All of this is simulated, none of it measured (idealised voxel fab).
Process module heading - voxel self aligned vias
Displayed cross-section: cut, width of 275 nm, square cells sized 5 nm.
How to read a cross-section here: the picture is a grid of square cells, written as bands going from the top down, and any band can span one or more rows of cells.
Band: top and bottom heights (nm) first, top before bottom; then materials from left to right, widths in nm. "throughout" marks a sole material filling the band edge to edge. "blank" denotes empty space.
Zero point of the height axis is 0; under it, received wafer = one material. Lowest band: continues down indefinitely, "0 -> down".
Read "30->40" as a graded width: first number on top, second number at the bottom, same change between each pair of neighbouring rows.
A step reported as "remains unaltered" is a step in which no cell of the cross-section changed.
The entry titled "Enclosed void catalog" provides the empty spaces that have no open way to the top, restricted to those of 8 cells or more. Each is presented as width x height at distance, the distance being measured from the left edge, with all three in nm.
Heads up: the bit after the settings on a step's line is the simulator's remark on that step.
If you see "overlay nm" on a step's line and that step has a mask, it's telling you how far right of where it was planned the mask ended up; a negative number means it went left instead.
Reading guide: pairs of cross-sections, before and after one process step; after view cut off at lowest changed band; step and settings listed under each pair. Pairs may stem from different runs of this module on the same starting wafer; continuity with the pair above only where the "Pre-step" entry states it.

Pre-step:
* 0 -> down: Si throughout
* Enclosed void catalog: none

Sectional Result:
* 15 -> 0: SiO2 throughout
* Under 0: no change, same as before.
* Enclosed void catalog: none
The two cross-sections above are separated by a single process step, namely CONFORMAL_DEP [material SiO2] [thk nm 15]

Pre-step: For the state before this step, see the after cross-section of the pair located directly above.

Sectional Result:
* 20 -> 15: SiCN throughout
* Under 15: no change, same as before.
* Enclosed void catalog: none
The two cross-sections above are separated by a single process step, namely CONFORMAL_DEP [material SiCN] [thk nm 5]

Pre-step: For the state before this step, see the after cross-section of the pair located directly above.

Sectional Result:
* 45 -> 20: SiO2 throughout
* Under 20: no change, same as before.
* Enclosed void catalog: none
The two cross-sections above are separated by a single process step, namely DIRECTIONAL_DEP [material SiO2] [thk nm 25]

Pre-step: For the state before this step, see the after cross-section of the pair located directly above.

Sectional Result:
* 60 -> 45: aC throughout
* Under 45: no change, same as before.
* Enclosed void catalog: none
The two cross-sections above are separated by a single process step, namely DIRECTIONAL_DEP [material aC] [thk nm 15]

Pre-step: For the state before this step, see the after cross-section of the pair located directly above.

Sectional Result:
* 90 -> 60: resist 85, blank 30, resist 40, blank 30, resist 90
* Under 60: no change, same as before.
* Enclosed void catalog: none
The two cross-sections above are separated by a single process step, namely PATTERN [tone open] [mask id LINES] [material resist] [width nm 30] [pitch nm 70] [thk nm 30] [overlay nm 0]

Pre-step: For the state before this step, see the after cross-section of the pair located directly above.

Sectional Result:
* 75 -> 60: resist 85, blank 30, resist 40, blank 30, resist 90
* 60 -> 45: aC 85, blank 30, aC 40, blank 30, aC 90
* Under 45: no change, same as before.
* Enclosed void catalog: none
The two cross-sections above are separated by a single process step, namely DIRECTIONAL_ETCH [etch materials aC] [depth nm 15]

Pre-step: For the state before this step, see the after cross-section of the pair located directly above.

Sectional Result:
* 60 -> 45: aC 85, blank 30, aC 40, blank 30, aC 90
* Under 45: no change, same as before.
* Enclosed void catalog: none
The two cross-sections above are separated by a single process step, namely STRIP [etch materials resist]

Pre-step: For the state before this step, see the after cross-section of the pair located directly above.

Sectional Result:
* 60 -> 45: aC 85, blank 30, aC 40, blank 30, aC 90
* 45 -> 20: SiO2 85, blank 30, SiO2 40, blank 30, SiO2 90
* Under 20: no change, same as before.
* Enclosed void catalog: none
The two cross-sections above are separated by a single process step, namely DIRECTIONAL_ETCH [etch materials SiO2] [depth nm 25]

Pre-step: For the state before this step, see the after cross-section of the pair located directly above.

Sectional Result:
* 45 -> 20: SiO2 85, blank 30, SiO2 40, blank 30, SiO2 90
* Under 20: no change, same as before.
* Enclosed void catalog: none
The two cross-sections above are separated by a single process step, namely STRIP [etch materials aC]

Pre-step: For the state before this step, see the after cross-section of the pair located directly above.

Sectional Result:
* 50 -> 45: TiN 90, blank 20, TiN 50, blank 20, TiN 95
* 45 -> 25: SiO2 85, TiN 5, blank 20, TiN 5, SiO2 40, TiN 5, blank 20, TiN 5, SiO2 90
* 25 -> 20: SiO2 85, TiN 30, SiO2 40, TiN 30, SiO2 90
* Under 20: no change, same as before.
* Enclosed void catalog: none
The two cross-sections above are separated by a single process step, namely CONFORMAL_DEP [material TiN] [thk nm 5]

Pre-step: For the state before this step, see the after cross-section of the pair located directly above.

Sectional Result:
* 55 -> 50: W throughout
* 50 -> 45: TiN 90, W 20, TiN 50, W 20, TiN 95
* 45 -> 25: SiO2 85, TiN 5, W 20, TiN 5, SiO2 40, TiN 5, W 20, TiN 5, SiO2 90
* Under 25: no change, same as before.
* Enclosed void catalog: none
The two cross-sections above are separated by a single process step, namely FILL_DEP [material W] [thk nm 5]

Pre-step: For the state before this step, see the after cross-section of the pair located directly above.

Sectional Result:
* 45 -> 25: SiO2 85, TiN 5, W 20, TiN 5, SiO2 40, TiN 5, W 20, TiN 5, SiO2 90
* Under 25: no change, same as before.
* Enclosed void catalog: none
The two cross-sections above are separated by a single process step, namely CMP [height nm 45]

Pre-step: For the state before this step, see the after cross-section of the pair located directly above.

Sectional Result:
* 45 -> 35: SiO2 85, blank 30, SiO2 40, blank 30, SiO2 90
* Under 35: no change, same as before.
* Enclosed void catalog: none
The two cross-sections above are separated by a single process step, namely SELECTIVE_ETCH [etch materials W Ru TiN] [depth nm 10]

Pre-step: For the state before this step, see the after cross-section of the pair located directly above.

Sectional Result:
* 55 -> 45: SiN throughout
* 45 -> 35: SiO2 85, SiN 30, SiO2 40, SiN 30, SiO2 90
* Under 35: no change, same as before.
* Enclosed void catalog: none
The two cross-sections above are separated by a single process step, namely FILL_DEP [material SiN] [thk nm 10]

Pre-step: For the state before this step, see the after cross-section of the pair located directly above.

Sectional Result:
* 45 -> 35: SiO2 85, SiN 30, SiO2 40, SiN 30, SiO2 90
* Under 35: no change, same as before.
* Enclosed void catalog: none
The two cross-sections above are separated by a single process step, namely CMP [height nm 45]

Pre-step: For the state before this step, see the after cross-section of the pair located directly above.

Sectional Result:
* 60 -> 45: SiO2 throughout
* Under 45: no change, same as before.
* Enclosed void catalog: none
The two cross-sections above are separated by a single process step, namely DIRECTIONAL_DEP [material SiO2] [thk nm 15]

Pre-step: For the state before this step, see the after cross-section of the pair located directly above.

Sectional Result:
* 75 -> 60: resist 80, blank 40, resist 30, blank 40, resist 85
* Under 60: no change, same as before.
* Enclosed void catalog: none
The two cross-sections above are separated by a single process step, namely PATTERN [tone open] [mask id VIAS] [material resist] [width nm 40] [pitch nm 70] [thk nm 15] [overlay nm 0]

Pre-step: For the state before this step, see the after cross-section of the pair located directly above.

Sectional Result:
* 75 -> 60: resist 80, blank 40, resist 30, blank 40, resist 85
* 60 -> 45: SiO2 80, blank 40, SiO2 30, blank 40, SiO2 85
* Under 45: no change, same as before.
* Enclosed void catalog: none
The two cross-sections above are separated by a single process step, namely DIRECTIONAL_ETCH [etch materials SiO2] [depth nm 15]

Pre-step: For the state before this step, see the after cross-section of the pair located directly above.

Sectional Result:
* 75 -> 60: resist 80, blank 40, resist 30, blank 40, resist 85
* 60 -> 45: SiO2 80, blank 40, SiO2 30, blank 40, SiO2 85
* 45 -> 35: SiO2 85, blank 30, SiO2 40, blank 30, SiO2 90
* Under 35: no change, same as before.
* Enclosed void catalog: none
The two cross-sections above are separated by a single process step, namely DIRECTIONAL_ETCH [etch materials SiN] [depth nm 10]

Pre-step: For the state before this step, see the after cross-section of the pair located directly above.

Sectional Result:
* 60 -> 45: SiO2 80, blank 40, SiO2 30, blank 40, SiO2 85
* Under 45: no change, same as before.
* Enclosed void catalog: none
The two cross-sections above are separated by a single process step, namely STRIP [etch materials resist]

Pre-step: For the state before this step, see the after cross-section of the pair located directly above.

Sectional Result:
* 65 -> 60: TiN 85, blank 30, TiN 40, blank 30, TiN 90
* 60 -> 50: SiO2 80, TiN 5, blank 30, TiN 5, SiO2 30, TiN 5, blank 30, TiN 5, SiO2 85
* 50 -> 40: SiO2 80->85, TiN 10->5, blank 20, TiN 10->5, SiO2 30->40, TiN 10->5, blank 20, TiN 10->5, SiO2 85->90
* 40 -> 35: SiO2 85, TiN 30, SiO2 40, TiN 30, SiO2 90
* Under 35: no change, same as before.
* Enclosed void catalog: none
The two cross-sections above are separated by a single process step, namely CONFORMAL_DEP [material TiN] [thk nm 5]

Pre-step: For the state before this step, see the after cross-section of the pair located directly above.

Sectional Result:
* 75 -> 65: Cu throughout
* 65 -> 60: TiN 85, Cu 30, TiN 40, Cu 30, TiN 90
* 60 -> 50: SiO2 80, TiN 5, Cu 30, TiN 5, SiO2 30, TiN 5, Cu 30, TiN 5, SiO2 85
* 50 -> 40: SiO2 80->85, TiN 10->5, Cu 20, TiN 10->5, SiO2 30->40, TiN 10->5, Cu 20, TiN 10->5, SiO2 85->90
* Under 40: no change, same as before.
* Enclosed void catalog: none
The two cross-sections above are separated by a single process step, namely FILL_DEP [material Cu] [thk nm 10]

Pre-step: For the state before this step, see the after cross-section of the pair located directly above.

Sectional Result:
* 60 -> 50: SiO2 80, TiN 5, Cu 30, TiN 5, SiO2 30, TiN 5, Cu 30, TiN 5, SiO2 85
* Under 50: no change, same as before.
* Enclosed void catalog: none
The two cross-sections above are separated by a single process step, namely CMP [height nm 60]

Pre-step: For the state before this step, see the after cross-section of the pair located directly above.

Sectional Result:
* 65 -> 60: SiCN throughout
* Under 60: no change, same as before.
* Enclosed void catalog: none
The two cross-sections above are separated by a single process step, namely CONFORMAL_DEP [material SiCN] [thk nm 5]

Pre-step:
* 75 -> 65: Cu throughout
* 65 -> 60: TiN 85, Cu 30, TiN 40, Cu 30, TiN 90
* 60 -> 50: SiO2 80, TiN 5, Cu 30, TiN 5, SiO2 30, TiN 5, Cu 30, TiN 5, SiO2 85
* 50 -> 40: SiO2 80->85, TiN 10->5, Cu 20, TiN 10->5, SiO2 30->40, TiN 10->5, Cu 20, TiN 10->5, SiO2 85->90
* 40 -> 35: SiO2 85, TiN 30, SiO2 40, TiN 30, SiO2 90
* 35 -> 25: SiO2 85, TiN 5, W 20, TiN 5, SiO2 40, TiN 5, W 20, TiN 5, SiO2 90
* 25 -> 20: SiO2 85, TiN 30, SiO2 40, TiN 30, SiO2 90
* 20 -> 15: SiCN throughout
* 15 -> 0: SiO2 throughout
* 0 -> down: Si throughout
* Enclosed void catalog: none

Sectional Result:
* 80 -> 75: SiCN throughout
* Under 75: no change, same as before.
* Enclosed void catalog: none
The two cross-sections above are separated by a single process step, namely CONFORMAL_DEP [material SiCN] [thk nm 5]

Pre-step:
* 75 -> 60: resist 80, blank 40, resist 30, blank 40, resist 85
* 60 -> 45: SiO2 80, blank 40, SiO2 30, blank 40, SiO2 85
* 45 -> 35: SiO2 85, SiN 30, SiO2 40, SiN 30, SiO2 90
* 35 -> 25: SiO2 85, TiN 5, W 20, TiN 5, SiO2 40, TiN 5, W 20, TiN 5, SiO2 90
* 25 -> 20: SiO2 85, TiN 30, SiO2 40, TiN 30, SiO2 90
* 20 -> 15: SiCN throughout
* 15 -> 0: SiO2 throughout
* 0 -> down: Si throughout
* Enclosed void catalog: none

Sectional Result:
* 75 -> 60: resist 80, blank 40, resist 30, blank 40, resist 85
* 60 -> 45: SiO2 80, blank 40, SiO2 30, blank 40, SiO2 85
* 45 -> 35: SiO2 80, blank 5, SiN 30, blank 5, SiO2 30, blank 5, SiN 30, blank 5, SiO2 85
* 35 -> 30: SiO2 80, blank 5, TiN 5, W 20, TiN 5, blank 5, SiO2 30, blank 5, TiN 5, W 20, TiN 5, blank 5, SiO2 85
* Under 30: no change, same as before.
* Enclosed void catalog: none
The two cross-sections above are separated by a single process step, namely DIRECTIONAL_ETCH [etch materials SiO2] [depth nm 15]

Pre-step: For the state before this step, see the after cross-section of the pair located directly above.

Sectional Result:
* 75 -> 60: resist 80, blank 40, resist 30, blank 40, resist 85
* 60 -> 35: SiO2 80, blank 40, SiO2 30, blank 40, SiO2 85
* Under 35: no change, same as before.
* Enclosed void catalog: none
The two cross-sections above are separated by a single process step, namely DIRECTIONAL_ETCH [etch materials SiN] [depth nm 10]

Pre-step: For the state before this step, see the after cross-section of the pair located directly above.

Sectional Result:
* 60 -> 35: SiO2 80, blank 40, SiO2 30, blank 40, SiO2 85
* Under 35: no change, same as before.
* Enclosed void catalog: none
The two cross-sections above are separated by a single process step, namely STRIP [etch materials resist]

Pre-step: For the state before this step, see the after cross-section of the pair located directly above.

Sectional Result:
* 65 -> 60: TiN 85, blank 30, TiN 40, blank 30, TiN 90
* 60 -> 40: SiO2 80, TiN 5, blank 30, TiN 5, SiO2 30, TiN 5, blank 30, TiN 5, SiO2 85
* 40 -> 35: SiO2 80, TiN 40, SiO2 30, TiN 40, SiO2 85
* 35 -> 25: SiO2 80->85, TiN 10->5, W 20, TiN 10->5, SiO2 30->40, TiN 10->5, W 20, TiN 10->5, SiO2 85->90
* Under 25: no change, same as before.
* Enclosed void catalog: none
The two cross-sections above are separated by a single process step, namely CONFORMAL_DEP [material TiN] [thk nm 5]

Pre-step: For the state before this step, see the after cross-section of the pair located directly above.

Sectional Result:
* 75 -> 65: Cu throughout
* 65 -> 60: TiN 85, Cu 30, TiN 40, Cu 30, TiN 90
* 60 -> 40: SiO2 80, TiN 5, Cu 30, TiN 5, SiO2 30, TiN 5, Cu 30, TiN 5, SiO2 85
* Under 40: no change, same as before.
* Enclosed void catalog: none
The two cross-sections above are separated by a single process step, namely FILL_DEP [material Cu] [thk nm 10]

Pre-step: For the state before this step, see the after cross-section of the pair located directly above.

Sectional Result:
* 60 -> 40: SiO2 80, TiN 5, Cu 30, TiN 5, SiO2 30, TiN 5, Cu 30, TiN 5, SiO2 85
* Under 40: no change, same as before.
* Enclosed void catalog: none
The two cross-sections above are separated by a single process step, namely CMP [height nm 60]

Pre-step: For the state before this step, see the after cross-section of the pair located directly above.

Sectional Result:
* 65 -> 60: SiCN throughout
* Under 60: no change, same as before.
* Enclosed void catalog: none
The two cross-sections above are separated by a single process step, namely CONFORMAL_DEP [material SiCN] [thk nm 5]

Pre-step:
* 0 -> down: Si throughout
* Enclosed void catalog: none

Sectional Result:
* 5 -> 0: SiCN throughout
* Under 0: no change, same as before.
* Enclosed void catalog: none
The two cross-sections above are separated by a single process step, namely CONFORMAL_DEP [material SiCN] [thk nm 5]

Pre-step: For the state before this step, see the after cross-section of the pair located directly above.

Sectional Result:
* 20 -> 5: SiO2 throughout
* Under 5: no change, same as before.
* Enclosed void catalog: none
The two cross-sections above are separated by a single process step, namely CONFORMAL_DEP [material SiO2] [thk nm 15]

Pre-step: For the state before this step, see the after cross-section of the pair located directly above.

Sectional Result:
* 45 -> 5: SiO2 throughout
* Under 5: no change, same as before.
* Enclosed void catalog: none
The two cross-sections above are separated by a single process step, namely DIRECTIONAL_DEP [material SiO2] [thk nm 25]

Pre-step: For the state before this step, see the after cross-section of the pair located directly above.

Sectional Result:
* 60 -> 45: aC throughout
* Under 45: no change, same as before.
* Enclosed void catalog: none
The two cross-sections above are separated by a single process step, namely DIRECTIONAL_DEP [material aC] [thk nm 15]

Pre-step: For the state before this step, see the after cross-section of the pair located directly above.

Sectional Result:
* 90 -> 60: resist 85, blank 30, resist 40, blank 30, resist 90
* Under 60: no change, same as before.
* Enclosed void catalog: none
The two cross-sections above are separated by a single process step, namely PATTERN [tone open] [mask id LINES] [material resist] [width nm 30] [pitch nm 70] [thk nm 30] [overlay nm 0]

Pre-step: For the state before this step, see the after cross-section of the pair located directly above.

Sectional Result:
* 75 -> 60: resist 85, blank 30, resist 40, blank 30, resist 90
* 60 -> 45: aC 85, blank 30, aC 40, blank 30, aC 90
* Under 45: no change, same as before.
* Enclosed void catalog: none
The two cross-sections above are separated by a single process step, namely DIRECTIONAL_ETCH [etch materials aC] [depth nm 15]

Pre-step: For the state before this step, see the after cross-section of the pair located directly above.

Sectional Result:
* 60 -> 45: aC 85, blank 30, aC 40, blank 30, aC 90
* Under 45: no change, same as before.
* Enclosed void catalog: none
The two cross-sections above are separated by a single process step, namely STRIP [etch materials resist]

Pre-step: For the state before this step, see the after cross-section of the pair located directly above.

Sectional Result:
* 60 -> 45: aC 85, blank 30, aC 40, blank 30, aC 90
* 45 -> 20: SiO2 85, blank 30, SiO2 40, blank 30, SiO2 90
* Under 20: no change, same as before.
* Enclosed void catalog: none
The two cross-sections above are separated by a single process step, namely DIRECTIONAL_ETCH [etch materials SiO2] [depth nm 25]

Pre-step: For the state before this step, see the after cross-section of the pair located directly above.

Sectional Result:
* 45 -> 20: SiO2 85, blank 30, SiO2 40, blank 30, SiO2 90
* Under 20: no change, same as before.
* Enclosed void catalog: none
The two cross-sections above are separated by a single process step, namely STRIP [etch materials aC]

Pre-step: For the state before this step, see the after cross-section of the pair located directly above.

Sectional Result:
* 50 -> 45: TiN 90, blank 20, TiN 50, blank 20, TiN 95
* 45 -> 25: SiO2 85, TiN 5, blank 20, TiN 5, SiO2 40, TiN 5, blank 20, TiN 5, SiO2 90
* 25 -> 20: SiO2 85, TiN 30, SiO2 40, TiN 30, SiO2 90
* Under 20: no change, same as before.
* Enclosed void catalog: none
The two cross-sections above are separated by a single process step, namely CONFORMAL_DEP [material TiN] [thk nm 5]

Pre-step: For the state before this step, see the after cross-section of the pair located directly above.

Sectional Result:
* 55 -> 50: W throughout
* 50 -> 45: TiN 90, W 20, TiN 50, W 20, TiN 95
* 45 -> 25: SiO2 85, TiN 5, W 20, TiN 5, SiO2 40, TiN 5, W 20, TiN 5, SiO2 90
* Under 25: no change, same as before.
* Enclosed void catalog: none
The two cross-sections above are separated by a single process step, namely FILL_DEP [material W] [thk nm 5]

Pre-step: For the state before this step, see the after cross-section of the pair located directly above.

Sectional Result:
* 45 -> 25: SiO2 85, TiN 5, W 20, TiN 5, SiO2 40, TiN 5, W 20, TiN 5, SiO2 90
* Under 25: no change, same as before.
* Enclosed void catalog: none
The two cross-sections above are separated by a single process step, namely CMP [height nm 45]

Pre-step: For the state before this step, see the after cross-section of the pair located directly above.

Sectional Result:
* 45 -> 35: SiO2 85, blank 30, SiO2 40, blank 30, SiO2 90
* Under 35: no change, same as before.
* Enclosed void catalog: none
The two cross-sections above are separated by a single process step, namely SELECTIVE_ETCH [etch materials W Ru TiN] [depth nm 10]

Pre-step: For the state before this step, see the after cross-section of the pair located directly above.

Sectional Result:
* 55 -> 45: SiN throughout
* 45 -> 35: SiO2 85, SiN 30, SiO2 40, SiN 30, SiO2 90
* Under 35: no change, same as before.
* Enclosed void catalog: none
The two cross-sections above are separated by a single process step, namely FILL_DEP [material SiN] [thk nm 10]

Pre-step: For the state before this step, see the after cross-section of the pair located directly above.

Sectional Result:
* 45 -> 35: SiO2 85, SiN 30, SiO2 40, SiN 30, SiO2 90
* Under 35: no change, same as before.
* Enclosed void catalog: none
The two cross-sections above are separated by a single process step, namely CMP [height nm 45]

Pre-step: For the state before this step, see the after cross-section of the pair located directly above.

Sectional Result:
* 60 -> 45: SiO2 throughout
* Under 45: no change, same as before.
* Enclosed void catalog: none
The two cross-sections above are separated by a single process step, namely DIRECTIONAL_DEP [material SiO2] [thk nm 15]

Pre-step: For the state before this step, see the after cross-section of the pair located directly above.

Sectional Result:
* 75 -> 60: resist 80, blank 40, resist 30, blank 40, resist 85
* Under 60: no change, same as before.
* Enclosed void catalog: none
The two cross-sections above are separated by a single process step, namely PATTERN [tone open] [mask id VIAS] [material resist] [width nm 40] [pitch nm 70] [thk nm 15] [overlay nm 0]

Pre-step: For the state before this step, see the after cross-section of the pair located directly above.

Sectional Result:
* 75 -> 60: resist 80, blank 40, resist 30, blank 40, resist 85
* 60 -> 45: SiO2 80, blank 40, SiO2 30, blank 40, SiO2 85
* Under 45: no change, same as before.
* Enclosed void catalog: none
The two cross-sections above are separated by a single process step, namely DIRECTIONAL_ETCH [etch materials SiO2] [depth nm 15]

Pre-step: For the state before this step, see the after cross-section of the pair located directly above.

Sectional Result:
* 75 -> 60: resist 80, blank 40, resist 30, blank 40, resist 85
* 60 -> 45: SiO2 80, blank 40, SiO2 30, blank 40, SiO2 85
* 45 -> 35: SiO2 85, blank 30, SiO2 40, blank 30, SiO2 90
* Under 35: no change, same as before.
* Enclosed void catalog: none
The two cross-sections above are separated by a single process step, namely DIRECTIONAL_ETCH [etch materials SiN] [depth nm 10]

Pre-step: For the state before this step, see the after cross-section of the pair located directly above.

Sectional Result:
* 60 -> 45: SiO2 80, blank 40, SiO2 30, blank 40, SiO2 85
* Under 45: no change, same as before.
* Enclosed void catalog: none
The two cross-sections above are separated by a single process step, namely STRIP [etch materials resist]

Pre-step: For the state before this step, see the after cross-section of the pair located directly above.

Sectional Result:
* 65 -> 60: TiN 85, blank 30, TiN 40, blank 30, TiN 90
* 60 -> 50: SiO2 80, TiN 5, blank 30, TiN 5, SiO2 30, TiN 5, blank 30, TiN 5, SiO2 85
* 50 -> 40: SiO2 80->85, TiN 10->5, blank 20, TiN 10->5, SiO2 30->40, TiN 10->5, blank 20, TiN 10->5, SiO2 85->90
* 40 -> 35: SiO2 85, TiN 30, SiO2 40, TiN 30, SiO2 90
* Under 35: no change, same as before.
* Enclosed void catalog: none
The two cross-sections above are separated by a single process step, namely CONFORMAL_DEP [material TiN] [thk nm 5]

Pre-step: For the state before this step, see the after cross-section of the pair located directly above.

Sectional Result:
* 75 -> 65: Cu throughout
* 65 -> 60: TiN 85, Cu 30, TiN 40, Cu 30, TiN 90
* 60 -> 50: SiO2 80, TiN 5, Cu 30, TiN 5, SiO2 30, TiN 5, Cu 30, TiN 5, SiO2 85
* 50 -> 40: SiO2 80->85, TiN 10->5, Cu 20, TiN 10->5, SiO2 30->40, TiN 10->5, Cu 20, TiN 10->5, SiO2 85->90
* Under 40: no change, same as before.
* Enclosed void catalog: none
The two cross-sections above are separated by a single process step, namely FILL_DEP [material Cu] [thk nm 10]

Pre-step: For the state before this step, see the after cross-section of the pair located directly above.

Sectional Result:
* 60 -> 50: SiO2 80, TiN 5, Cu 30, TiN 5, SiO2 30, TiN 5, Cu 30, TiN 5, SiO2 85
* Under 50: no change, same as before.
* Enclosed void catalog: none
The two cross-sections above are separated by a single process step, namely CMP [height nm 60]

Pre-step: For the state before this step, see the after cross-section of the pair located directly above.

Sectional Result:
* 65 -> 60: SiCN throughout
* Under 60: no change, same as before.
* Enclosed void catalog: none
The two cross-sections above are separated by a single process step, namely CONFORMAL_DEP [material SiCN] [thk nm 5]

Pre-step:
* 75 -> 65: Cu throughout
* 65 -> 60: TiN 85, Cu 30, TiN 40, Cu 30, TiN 90
* 60 -> 50: SiO2 80, TiN 5, Cu 30, TiN 5, SiO2 30, TiN 5, Cu 30, TiN 5, SiO2 85
* 50 -> 40: SiO2 80->85, TiN 10->5, Cu 20, TiN 10->5, SiO2 30->40, TiN 10->5, Cu 20, TiN 10->5, SiO2 85->90
* 40 -> 35: SiO2 85, TiN 30, SiO2 40, TiN 30, SiO2 90
* 35 -> 25: SiO2 85, TiN 5, W 20, TiN 5, SiO2 40, TiN 5, W 20, TiN 5, SiO2 90
* 25 -> 20: SiO2 85, TiN 30, SiO2 40, TiN 30, SiO2 90
* 20 -> 15: SiCN throughout
* 15 -> 0: SiO2 throughout
* 0 -> down: Si throughout
* Enclosed void catalog: none

Sectional Result:
* 50 -> 40: SiO2 80->85, TiN 10->5, Cu 20, TiN 10->5, SiO2 30->40, TiN 10->5, Cu 20, TiN 10->5, SiO2 85->90
* Under 40: no change, same as before.
* Enclosed void catalog: none
The two cross-sections above are separated by a single process step, namely CMP [height nm 50]

Pre-step: For the state before this step, see the after cross-section of the pair located directly above.

Sectional Result:
* 55 -> 50: SiCN throughout
* Under 50: no change, same as before.
* Enclosed void catalog: none
The two cross-sections above are separated by a single process step, namely CONFORMAL_DEP [material SiCN] [thk nm 5]

Pre-step:
* 60 -> 45: aC throughout
* 45 -> 20: SiO2 throughout
* 20 -> 15: SiCN throughout
* 15 -> 0: SiO2 throughout
* 0 -> down: Si throughout
* Enclosed void catalog: none

Sectional Result:
* 90 -> 60: resist 85, blank 35, resist 35, blank 35, resist 85
* Under 60: no change, same as before.
* Enclosed void catalog: none
The two cross-sections above are separated by a single process step, namely PATTERN [tone open] [mask id LINES] [material resist] [width nm 35] [pitch nm 70] [thk nm 30] [overlay nm 0]

Pre-step: For the state before this step, see the after cross-section of the pair located directly above.

Sectional Result:
* 75 -> 60: resist 85, blank 35, resist 35, blank 35, resist 85
* 60 -> 45: aC 85, blank 35, aC 35, blank 35, aC 85
* Under 45: no change, same as before.
* Enclosed void catalog: none
The two cross-sections above are separated by a single process step, namely DIRECTIONAL_ETCH [etch materials aC] [depth nm 15]

Pre-step: For the state before this step, see the after cross-section of the pair located directly above.

Sectional Result:
* 60 -> 45: aC 85, blank 35, aC 35, blank 35, aC 85
* Under 45: no change, same as before.
* Enclosed void catalog: none
The two cross-sections above are separated by a single process step, namely STRIP [etch materials resist]

Pre-step: For the state before this step, see the after cross-section of the pair located directly above.

Sectional Result:
* 60 -> 45: aC 85, blank 35, aC 35, blank 35, aC 85
* 45 -> 20: SiO2 85, blank 35, SiO2 35, blank 35, SiO2 85
* Under 20: no change, same as before.
* Enclosed void catalog: none
The two cross-sections above are separated by a single process step, namely DIRECTIONAL_ETCH [etch materials SiO2] [depth nm 25]

Pre-step: For the state before this step, see the after cross-section of the pair located directly above.

Sectional Result:
* 45 -> 20: SiO2 85, blank 35, SiO2 35, blank 35, SiO2 85
* Under 20: no change, same as before.
* Enclosed void catalog: none
The two cross-sections above are separated by a single process step, namely STRIP [etch materials aC]

Pre-step: For the state before this step, see the after cross-section of the pair located directly above.

Sectional Result:
* 50 -> 45: TiN 90, blank 25, TiN 45, blank 25, TiN 90
* 45 -> 25: SiO2 85, TiN 5, blank 25, TiN 5, SiO2 35, TiN 5, blank 25, TiN 5, SiO2 85
* 25 -> 20: SiO2 85, TiN 35, SiO2 35, TiN 35, SiO2 85
* Under 20: no change, same as before.
* Enclosed void catalog: none
The two cross-sections above are separated by a single process step, namely CONFORMAL_DEP [material TiN] [thk nm 5]

Pre-step: For the state before this step, see the after cross-section of the pair located directly above.

Sectional Result:
* 55 -> 50: W throughout
* 50 -> 45: TiN 90, W 25, TiN 45, W 25, TiN 90
* 45 -> 25: SiO2 85, TiN 5, W 25, TiN 5, SiO2 35, TiN 5, W 25, TiN 5, SiO2 85
* Under 25: no change, same as before.
* Enclosed void catalog: none
The two cross-sections above are separated by a single process step, namely FILL_DEP [material W] [thk nm 5]

Pre-step: For the state before this step, see the after cross-section of the pair located directly above.

Sectional Result:
* 45 -> 25: SiO2 85, TiN 5, W 25, TiN 5, SiO2 35, TiN 5, W 25, TiN 5, SiO2 85
* Under 25: no change, same as before.
* Enclosed void catalog: none
The two cross-sections above are separated by a single process step, namely CMP [height nm 45]

Pre-step: For the state before this step, see the after cross-section of the pair located directly above.

Sectional Result:
* 45 -> 35: SiO2 85, blank 35, SiO2 35, blank 35, SiO2 85
* Under 35: no change, same as before.
* Enclosed void catalog: none
The two cross-sections above are separated by a single process step, namely SELECTIVE_ETCH [etch materials W Ru TiN] [depth nm 10]

Pre-step: For the state before this step, see the after cross-section of the pair located directly above.

Sectional Result:
* 55 -> 45: SiN throughout
* 45 -> 35: SiO2 85, SiN 35, SiO2 35, SiN 35, SiO2 85
* Under 35: no change, same as before.
* Enclosed void catalog: none
The two cross-sections above are separated by a single process step, namely FILL_DEP [material SiN] [thk nm 10]

Pre-step: For the state before this step, see the after cross-section of the pair located directly above.

Sectional Result:
* 45 -> 35: SiO2 85, SiN 35, SiO2 35, SiN 35, SiO2 85
* Under 35: no change, same as before.
* Enclosed void catalog: none
The two cross-sections above are separated by a single process step, namely CMP [height nm 45]

Pre-step: For the state before this step, see the after cross-section of the pair located directly above.

Sectional Result:
* 60 -> 45: SiO2 throughout
* Under 45: no change, same as before.
* Enclosed void catalog: none
The two cross-sections above are separated by a single process step, namely DIRECTIONAL_DEP [material SiO2] [thk nm 15]

Pre-step: For the state before this step, see the after cross-section of the pair located directly above.

Sectional Result:
* 75 -> 60: resist 80, blank 40, resist 30, blank 40, resist 85
* Under 60: no change, same as before.
* Enclosed void catalog: none
The two cross-sections above are separated by a single process step, namely PATTERN [tone open] [mask id VIAS] [material resist] [width nm 40] [pitch nm 70] [thk nm 15] [overlay nm 0]

Pre-step: For the state before this step, see the after cross-section of the pair located directly above.

Sectional Result:
* 75 -> 60: resist 80, blank 40, resist 30, blank 40, resist 85
* 60 -> 45: SiO2 80, blank 40, SiO2 30, blank 40, SiO2 85
* Under 45: no change, same as before.
* Enclosed void catalog: none
The two cross-sections above are separated by a single process step, namely DIRECTIONAL_ETCH [etch materials SiO2] [depth nm 15]

Pre-step: For the state before this step, see the after cross-section of the pair located directly above.

Sectional Result:
* 75 -> 60: resist 80, blank 40, resist 30, blank 40, resist 85
* 60 -> 45: SiO2 80, blank 40, SiO2 30, blank 40, SiO2 85
* 45 -> 35: SiO2 85, blank 35, SiO2 35, blank 35, SiO2 85
* Under 35: no change, same as before.
* Enclosed void catalog: none
The two cross-sections above are separated by a single process step, namely DIRECTIONAL_ETCH [etch materials SiN] [depth nm 10]

Pre-step: For the state before this step, see the after cross-section of the pair located directly above.

Sectional Result:
* 60 -> 45: SiO2 80, blank 40, SiO2 30, blank 40, SiO2 85
* Under 45: no change, same as before.
* Enclosed void catalog: none
The two cross-sections above are separated by a single process step, namely STRIP [etch materials resist]

Pre-step: For the state before this step, see the after cross-section of the pair located directly above.

Sectional Result:
* 65 -> 60: TiN 85, blank 30, TiN 40, blank 30, TiN 90
* 60 -> 50: SiO2 80, TiN 5, blank 30, TiN 5, SiO2 30, TiN 5, blank 30, TiN 5, SiO2 85
* 50 -> 40: SiO2 80->85, TiN 10->5, blank 25, TiN 5, SiO2 30->35, TiN 10->5, blank 25, TiN 5, SiO2 85
* 40 -> 35: SiO2 85, TiN 35, SiO2 35, TiN 35, SiO2 85
* Under 35: no change, same as before.
* Enclosed void catalog: none
The two cross-sections above are separated by a single process step, namely CONFORMAL_DEP [material TiN] [thk nm 5]
